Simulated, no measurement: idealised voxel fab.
process module | voxel fin reveal
cross-section cut | 295 nm wide | cells 5 nm
A cross-section is a grid of square cells, given in bands from the top down. A band is one or more rows of cells.
Each band's line starts with the height of the band's top and of its bottom, in nm. Then come its materials from left to right, each with its width in nm. One material with "throughout" fills the band from edge to edge. "air" is empty space.
Height 0 is the level under which the wafer as received is all one material. The lowest band goes on downwards, as in "0 down".
A width such as "30 to 40" changes by the same amount from each row of cells to the next, from the band's top row to its bottom row.
"no change" after a step means that no cell of the cross-section changed.
closed voids: empty space of 8 cells or more with no open way to the top, each as width x height at its distance from the left edge, in nm
after a step's settings: what the simulator itself notes on the step
overlay nm, on a step with a mask: how far to the right of its planned place the mask lay; to the left if negative
plan
1 op RECEIVE | material Si
2 op CONFORMAL_DEP | material SiN | thk nm 10
3 op PATTERN | tone cover | mask id FINS | material resist | width nm 15 | pitch nm 40 | thk nm 20 | overlay nm 0
4 op DIRECTIONAL_ETCH | etch materials SiN | depth nm 10
5 op DIRECTIONAL_ETCH | etch materials Si | depth nm 30
6 op STRIP | etch materials resist
7 op FILL_DEP | material SiO2 | thk nm 5
8 op CMP | height nm 10
9 op SELECTIVE_ETCH | etch materials SiO2 | depth nm 25
10 op STRIP | etch materials SiN
11 op CONFORMAL_DEP | material SiO2 | thk nm 5
as received, after step 1
  0 down: Si throughout
  closed voids: none
first wafer at the end, as planned
  5 to 0: air 95 | SiO2 25 | air 15 | SiO2 25 | air 15 | SiO2 25 | air 95
  0 to -10: air 95 | SiO2 5 | Si 15 | SiO2 5 | air 15 | SiO2 5 | Si 15 | SiO2 5 | air 15 | SiO2 5 | Si 15 | SiO2 5 | air 95
  -10 to -30: SiO2 100 | Si 15 | SiO2 25 | Si 15 | SiO2 25 | Si 15 | SiO2 100
  -30 down: Si throughout
  closed voids: none
second wafer at the end: like start, like plan, one mistake
  5 to 0: SiO2 105 | air 5 | SiO2 35 | air 5 | SiO2 35 | air 5 | SiO2 105
  0 to -10: Si 100 | SiO2 5 | air 5 | SiO2 5 | Si 25 | SiO2 5 | air 5 | SiO2 5 | Si 25 | SiO2 5 | air 5 | SiO2 5 | Si 100
  -10 to -30: Si 100 | SiO2 15 | Si 25 | SiO2 15 | Si 25 | SiO2 15 | Si 100
  -30 down: Si throughout
  closed voids: none
what went wrong: step 3 ran as: op PATTERN | tone open | mask id FINS | material resist | width nm 15 | pitch nm 40 | thk nm 20 | overlay nm 0
at the end the second wafer has, in cells: 246 more of Si | 123 fewer of SiO2
